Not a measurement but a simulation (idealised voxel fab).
This section sets out a process module, namely voxel self aligned contacts.
We display cut, a cross-section 180 nm in width whose square cells are each 5 nm.
For the purposes of this document, a cross-section shall be understood as a grid of square cells, specified as bands listed in top-to-bottom order, each band consisting of one or more rows of cells.
Band: top and bottom heights (nm) first, top before bottom; then materials from left to right, widths in nm. "throughout" marks a sole material filling the band edge to edge. "empty" denotes empty space.
Convention: height 0 is the level below which the wafer, as received, is all one material. The lowest band does not terminate at the bottom but continues downward, represented as "0 and below".
A two-number width, for instance "30..40", indicates that the width is equal to the first number in the top row of the band and to the second number in the bottom row, and that it changes by a constant amount per row of cells.
Where the words "everything unchanged" appear for a step, the cross-section shows no cell changed by that step; every cell remained as before.
Under "Closed cavity list" you'll find the enclosed gaps, the ones with no way out to the top, that are 8 cells or bigger; each reads width x height at distance, with distance counted from the left edge, everything in nm.
Post-settings text on a step line: simulator's own remark regarding the step.
A step's line can hold "overlay nm"; with a mask on that step, the setting says how far right of the planned place the mask lay, while a negative setting says it lay to the left.
[Steps planned for the process]
1. RECEIVE,material Si
2. CONFORMAL_DEP,material SiO2,thk nm 5
3. DIRECTIONAL_DEP,material polySi,thk nm 20
4. DIRECTIONAL_DEP,material SiN,thk nm 20
5. MASKED_ETCH,tone cover,mask id GATE,width nm 30,pitch nm 75,etch materials SiN,depth nm 20,overlay nm 0
6. MASKED_ETCH,tone cover,mask id GATE,width nm 30,pitch nm 75,etch materials polySi,depth nm 20,overlay nm 0
7. CONFORMAL_DEP,material SiN,thk nm 10
8. DIRECTIONAL_ETCH,etch materials SiN,depth nm 10
9. FILL_DEP,material SiO2,thk nm 10
10. CMP,height nm 50
11. PATTERN,tone open,mask id CONTACT,material resist,width nm 45,thk nm 20,overlay nm 0
12. DIRECTIONAL_ETCH,etch materials SiO2,depth nm 50
13. STRIP,etch materials resist
14. CONFORMAL_DEP,material TiN,thk nm 5
15. FILL_DEP,material Ru,thk nm 5
16. CMP,height nm 50
17. CONFORMAL_DEP,material SiCN,thk nm 5
Keep in mind the plan's value for the width nm of step 11 comes from the first wafer; the wafers don't share that setting, but they do share the same starting point.
[First of several wafers (as received, post step 1), cross-sectional view]
* 0 and below | Si throughout
* Closed cavity list: none
[Heads up, this table goes wafer by wafer. A row tells you, at the end of the module, how many cells of each material that wafer has put on (+) or dropped (-) since it was received, and then its closed voids]
width nm 45; +27 Ru; +36 SiCN; +112 SiN; +146 SiO2; +27 TiN; +48 polySi; Closed cavity list: none
width nm 50; +27 Ru; +36 SiCN; +112 SiN; +145 SiO2; +28 TiN; +48 polySi; Closed cavity list: none
width nm 55; +27 Ru; +36 SiCN; +112 SiN; +144 SiO2; +29 TiN; +48 polySi; Closed cavity list: none
width nm 60; +27 Ru; +36 SiCN; +112 SiN; +143 SiO2; +30 TiN; +48 polySi; Closed cavity list: none
width nm 65; +27 Ru; +36 SiCN; +112 SiN; +142 SiO2; +31 TiN; +48 polySi; Closed cavity list: none
width nm 70; +27 Ru; +36 SiCN; +112 SiN; +141 SiO2; +32 TiN; +48 polySi; Closed cavity list: none
